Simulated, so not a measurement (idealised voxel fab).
process module | voxel self aligned contacts
cross-section cut | 200 nm wide | cells 5 nm
A cross-section is a grid of square cells, given in bands from the top down. A band is one or more rows of cells.
Each band's line starts with the height of the band's top and of its bottom, in nm. Then come its materials from left to right, each with its width in nm. One material with "throughout" fills the band from edge to edge. "air" is empty space.
Height 0 is the level under which the wafer as received is all one material. The lowest band goes on downwards, as in "0 down".
A width such as "30 to 40" changes by the same amount from each row of cells to the next, from the band's top row to its bottom row.
"no change" after a step means that no cell of the cross-section changed.
closed voids: empty space of 8 cells or more with no open way to the top, each as width x height at its distance from the left edge, in nm
after a step's settings: what the simulator itself notes on the step
overlay nm, on a step with a mask: how far to the right of its planned place the mask lay; to the left if negative
plan
1 op RECEIVE | material Si
2 op OXIDIZE | depth nm 5
3 op DIRECTIONAL_DEP | material polySi | thk nm 20
4 op DIRECTIONAL_DEP | material SiN | thk nm 25
5 op PATTERN | tone cover | mask id GATE | material resist | width nm 30 | pitch nm 70 | thk nm 20 | overlay nm 0
6 op DIRECTIONAL_ETCH | etch materials SiN | depth nm 25
7 op DIRECTIONAL_ETCH | etch materials polySi | depth nm 20
8 op STRIP | etch materials resist
9 op CONFORMAL_DEP | material SiN | thk nm 10
10 op DIRECTIONAL_ETCH | etch materials SiN | depth nm 10
11 op FILL_DEP | material SiO2 | thk nm 15
12 op CMP | height nm 50
13 op MASKED_ETCH | tone open | mask id CONTACT | width nm 50 | pitch nm 70 | etch materials SiO2 | depth nm 55 | overlay nm -15
14 op CONFORMAL_DEP | material TiN | thk nm 5
15 op FILL_DEP | material W | thk nm 5
16 op CMP | height nm 50
17 op CONFORMAL_DEP | material SiCN | thk nm 5
varied across the wafers: overlay nm of step 13. The plan shows the first wafer's value. All wafers start alike
first wafer as received, after step 1
  0 down: Si throughout
  closed voids: none
each wafer at the end: cells of each material gained (+) or lost (-) since it was received, then its closed voids
overlay nm -15 | -40 Si | +40 SiCN | +198 SiN | +70 SiO2 | +60 TiN | +40 W | +72 polySi | closed voids: none
overlay nm -10 | -40 Si | +40 SiCN | +198 SiN | +70 SiO2 | +60 TiN | +40 W | +72 polySi | closed voids: none
overlay nm -5 | -40 Si | +40 SiCN | +198 SiN | +70 SiO2 | +60 TiN | +40 W | +72 polySi | closed voids: none
overlay nm 0 | -40 Si | +40 SiCN | +198 SiN | +70 SiO2 | +60 TiN | +40 W | +72 polySi | closed voids: none
overlay nm 5 | -40 Si | +40 SiCN | +198 SiN | +70 SiO2 | +60 TiN | +40 W | +72 polySi | closed voids: none
overlay nm 10 | -40 Si | +40 SiCN | +198 SiN | +70 SiO2 | +60 TiN | +40 W | +72 polySi | closed voids: none
overlay nm 15 | -40 Si | +40 SiCN | +198 SiN | +70 SiO2 | +60 TiN | +40 W | +72 polySi | closed voids: none
